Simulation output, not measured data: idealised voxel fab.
The following process module bears the name voxel self aligned contacts.
Cross-sectional view cut (width: 185 nm; square cell size: 5 nm).
We lay out every cross-section as a grid of square cells and spell it out in bands from the top down, where one band means one or more rows of cells. Basically the band line says how high the top is and how high the bottom is, in nm, and then what's in it from left to right, every material with its width in nm. Empty space shows up as "blank", and if a single material carries "everywhere" it runs the full band edge to edge. Height is counted from the level 0, under which the received wafer is composed throughout of one material. The lowest of the bands is not closed at the bottom but continues downward, in the notation "0..down". Quick explanation for "30..40": the width changes in equal steps down the rows of cells, from the first number in the band's top row to the second number in its bottom row. Given "same as before" for a step, no cell of the cross-section differs between before and after that step. Enclosed empty spaces: empty space of 8 cells or more with no open way to the top, each as width x height at its distance from the left edge, in nm. On a step's line, text after the settings is the simulator commenting on that step. A step's line can hold "overlay nm"; with a mask on that step, the setting says how far right of the planned place the mask lay, while a negative setting says it lay to the left.

# The steps planned for the process are as follows
- 1: RECEIVE with material Si
- 2: CONFORMAL_DEP with material SiO2, thk nm 5
- 3: DIRECTIONAL_DEP with material polySi, thk nm 25
- 4: DIRECTIONAL_DEP with material SiN, thk nm 20
- 5: MASKED_ETCH with tone cover, mask id GATE, width nm 25, pitch nm 55, etch materials SiN, depth nm 20, overlay nm 0
- 6: MASKED_ETCH with tone cover, mask id GATE, width nm 25, pitch nm 55, etch materials polySi, depth nm 25, overlay nm 0
- 7: CONFORMAL_DEP with material SiN, thk nm 5
- 8: DIRECTIONAL_ETCH with etch materials SiN, depth nm 5
- 9: FILL_DEP with material SiO2, thk nm 15
- 10: CMP with height nm 60
- 11: DIRECTIONAL_DEP with material aC, thk nm 15
- 12: PATTERN with tone open, mask id CONTACT, material resist, width nm 40, thk nm 35, overlay nm 0
- 13: DIRECTIONAL_ETCH with etch materials aC, depth nm 15
- 14: STRIP with etch materials resist
- 15: DIRECTIONAL_ETCH with etch materials SiO2, depth nm 60
- 16: STRIP with etch materials aC
- 17: CONFORMAL_DEP with material TiN, thk nm 5
- 18: FILL_DEP with material Ru, thk nm 10
- 19: CMP with height nm 60
- 20: CONFORMAL_DEP with material SiCN, thk nm 5

# So this is the incoming wafer in cross-section - it's already been through step 1
  0..down = Si everywhere
  Enclosed empty spaces: none

# Module complete - cross-section of the first of two wafers, run according to plan
  65..60 = SiCN everywhere
  60..50 = 70 nm SiO2; 5..15 nm TiN; 30..10 nm Ru; 5..15 nm TiN; 75 nm SiO2
  50..30 = 45 nm SiO2; 35 nm SiN; 5 nm TiN; 10 nm Ru; 5 nm TiN; 35 nm SiN; 50 nm SiO2
  30..5 = 45 nm SiO2; 5 nm SiN; 25 nm polySi; 5 nm SiN; 5 nm TiN; 10 nm Ru; 5 nm TiN; 5 nm SiN; 25 nm polySi; 5 nm SiN; 50 nm SiO2
  5..0 = 80 nm SiO2; 20 nm TiN; 85 nm SiO2
  0..down = Si everywhere
  Enclosed empty spaces: none

# Cross-sectional image of the second wafer of the two following completion of the module. Starting state and process plan were the same as for the first wafer; one execution error occurred
  65..60 = SiCN everywhere
  60..50 = 70 nm SiO2; 5..15 nm TiN; 30..10 nm Ru; 5..15 nm TiN; 75 nm SiO2
  50..45 = 45 nm SiO2; 35 nm SiN; 5 nm TiN; 10 nm Ru; 5 nm TiN; 35 nm SiN; 50 nm SiO2
  45..40 = 45 nm SiO2; 35 nm SiN; 20 nm TiN; 35 nm SiN; 50 nm SiO2
  40..30 = SiN everywhere
  30..5 = polySi everywhere
  5..0 = SiO2 everywhere
  0..down = Si everywhere
  Enclosed empty spaces: none
Finding, execution versus plan: in deviation from the planned setting, step 5 was conducted as MASKED_ETCH with tone cover, mask id GATE, width nm 25, pitch nm 55, etch materials SiN, depth nm 10, overlay nm 0
Cell-count delta at end, second wafer over first, by material: 16 fewer of Ru; 26 more of SiN; 129 fewer of SiO2; 16 fewer of TiN; 135 more of polySi
